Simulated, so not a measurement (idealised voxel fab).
voxel self aligned contacts: a process module
Cross-sectional view cut (width: 175 nm; square cell size: 5 nm).
Notation: cross-section as square-cell grid; stated in bands, top first, going down; one or more cell rows per band. Heights first: top, then bottom, in nm. Then materials, left to right, each with a width in nm. "full width" on a single material: fills the band edge to edge. "empty": empty space. Heights from 0 (as-received wafer is one material below). Bottom band endless downward, as "z 0 and below". Top row gets the first number, bottom row gets the second, and each row in between changes by the same step: that is how a band width like "30 to 40" works. Given "no alterations made" for a step, no cell of the cross-section differs between before and after that step. So "Closed void catalog" is basically the list of trapped voids: any empty space of 8 cells or more that can't reach the top through an opening. They're written width x height at distance, the distance being from the left edge, and it's all nm. Read whatever lies past the settings on a step's line as the simulator's own remark about the step. "overlay nm" answers the question of how far to the right of plan the mask lay on a step that has a mask, and when it is negative the answer is to the left.

## Set out below are the planned steps of the process
1. RECEIVE with material Si
2. CONFORMAL_DEP with material SiO2, thk nm 5
3. DIRECTIONAL_DEP with material polySi, thk nm 25
4. DIRECTIONAL_DEP with material SiN, thk nm 25
5. MASKED_ETCH with tone cover, mask id GATE, width nm 30, pitch nm 65, etch materials SiN, depth nm 25, overlay nm 0
6. MASKED_ETCH with tone cover, mask id GATE, width nm 30, pitch nm 65, etch materials polySi, depth nm 25, overlay nm 0
7. CONFORMAL_DEP with material SiN, thk nm 10
8. DIRECTIONAL_ETCH with etch materials SiN, depth nm 10
9. FILL_DEP with material SiO2, thk nm 10
10. CMP with height nm 60
11. MASKED_ETCH with tone open, mask id CONTACT, width nm 45, etch materials SiO2, depth nm 60, overlay nm 0
12. CONFORMAL_DEP with material TiN, thk nm 5
13. FILL_DEP with material W, thk nm 5
14. CMP with height nm 60
15. CONFORMAL_DEP with material SiN, thk nm 5

## Wafer as received: cross-section following step 1
> z 0 and below | Si full width
> Closed void catalog: none

## Cross-section, first of two wafers, end of module, run as planned
> z 65 to 60 | SiN full width
> z 60 to 55 | SiO2 65 nm, TiN 20 nm, W 5 nm, TiN 20 nm, SiO2 65 nm
> z 55 to 30 | SiO2 30 nm, SiN 50 nm, TiN 5 nm, W 5 nm, TiN 5 nm, SiN 50 nm, SiO2 30 nm
> z 30 to 5 | SiO2 30 nm, SiN 10 nm, polySi 30 nm, SiN 10 nm, TiN 5 nm, W 5 nm, TiN 5 nm, SiN 10 nm, polySi 30 nm, SiN 10 nm, SiO2 30 nm
> z 5 to 0 | SiO2 80 nm, TiN 15 nm, SiO2 80 nm
> z 0 and below | Si full width
> Closed void catalog: none

## Second wafer of the two, sectioned at the end of the module. It began like the first and followed the same plan, but one mistake was made while running it
> z 65 to 60 | SiN full width
> z 60 to 55 | SiO2 65 nm, TiN 20 nm, W 5 nm, TiN 20 nm, SiO2 65 nm
> z 55 to 30 | SiO2 30 nm, SiN 50 nm, TiN 5 nm, W 5 nm, TiN 5 nm, SiN 50 nm, SiO2 30 nm
> z 30 to 5 | SiO2 80 nm, TiN 5 nm, W 5 nm, TiN 5 nm, SiO2 80 nm
> z 5 to 0 | SiO2 80 nm, TiN 15 nm, SiO2 80 nm
> z 0 and below | Si full width
> Closed void catalog: none
Which mistake was made when the wafer was run? heads up, step 3 didn't go per plan, it actually ran as DIRECTIONAL_DEP with material SiO2, thk nm 25
FYI, end of process, the second wafer has more or fewer cells of some materials than the first: 40 fewer of SiN; 100 more of SiO2; 60 fewer of polySi
